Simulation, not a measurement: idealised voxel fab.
Module name: voxel self aligned contacts (process module)
The figure presents cross-section cut, which has a width of 225 nm and is divided into square cells with an edge length of 5 nm.
How to read a cross-section here: the picture is a grid of square cells, written as bands going from the top down, and any band can span one or more rows of cells. Heights first: top, then bottom, in nm. Then materials, left to right, each with a width in nm. "throughout" on a single material: fills the band edge to edge. "blank": empty space. Heights are reckoned from 0. Under this level, the received wafer is all of one material. The bottommost band is open-ended downward, for example "top 0, no bottom". The expression "30 to 40" gives the width at the extremes of the band, the first number at its top row of cells and the second at its bottom row, with the width changing by equal amounts from each row to the next in between. "nothing changed" means the step left every cell of the cross-section as it was. Each empty space that has no open way to the top and spans at least 8 cells appears under "Closed internal cavities" as width x height at distance, the distance counted from the left edge, all in nm. On a step's line, text after the settings is the simulator commenting on that step. overlay nm: mask right of planned place by this much (step with mask). Neg. = left.

The process steps that were planned are listed below:
1. RECEIVE with material Si
2. OXIDIZE with depth nm 5
3. DIRECTIONAL_DEP with material polySi, thk nm 25
4. DIRECTIONAL_DEP with material SiN, thk nm 25
5. DIRECTIONAL_DEP with material aC, thk nm 10
6. PATTERN with tone cover, mask id GATE, material resist, width nm 35, pitch nm 80, thk nm 25, overlay nm 0
7. DIRECTIONAL_ETCH with etch materials aC, depth nm 10
8. STRIP with etch materials resist
9. DIRECTIONAL_ETCH with etch materials SiN, depth nm 25
10. DIRECTIONAL_ETCH with etch materials polySi, depth nm 25
11. STRIP with etch materials aC
12. CONFORMAL_DEP with material SiN, thk nm 10
13. DIRECTIONAL_ETCH with etch materials SiN, depth nm 10
14. FILL_DEP with material SiO2, thk nm 15
15. CMP with height nm 60
16. MASKED_ETCH with tone open, mask id CONTACT, width nm 65, pitch nm 80, etch materials SiO2, depth nm 65, overlay nm 0
17. CONFORMAL_DEP with material TiN, thk nm 5
18. FILL_DEP with material W, thk nm 10
19. CMP with height nm 60
20. CONFORMAL_DEP with material SiCN, thk nm 5

As-received state of the wafer in cross-section, equivalent to post-step 1:
* top 0, no bottom  Si throughout
* Closed internal cavities: none

Wafer cross-section at end of module: start and plan as shown above, one execution error:
* top 65, bottom 60  SiCN throughout
* top 60, bottom 50  SiO2 5; SiN 55; TiN 5; W 15; TiN 5; SiN 55; TiN 5; W 15; TiN 5; SiN 55; SiO2 5
* top 50, bottom 30  SiO2 5; SiN 10; polySi 35; SiN 10; TiN 5; W 15; TiN 5; SiN 10; polySi 35; SiN 10; TiN 5; W 15; TiN 5; SiN 10; polySi 35; SiN 10; SiO2 5
* top 30, bottom 25  SiO2 5; SiN 10; polySi 35; SiN 10; TiN 25; SiN 10; polySi 35; SiN 10; TiN 25; SiN 10; polySi 35; SiN 10; SiO2 5
* top 25, bottom 0  polySi throughout
* top 0, bottom -5  SiO2 throughout
* top -5, no bottom  Si throughout
* Closed internal cavities: none
Processing error: in the plan, step 3 was performed twice
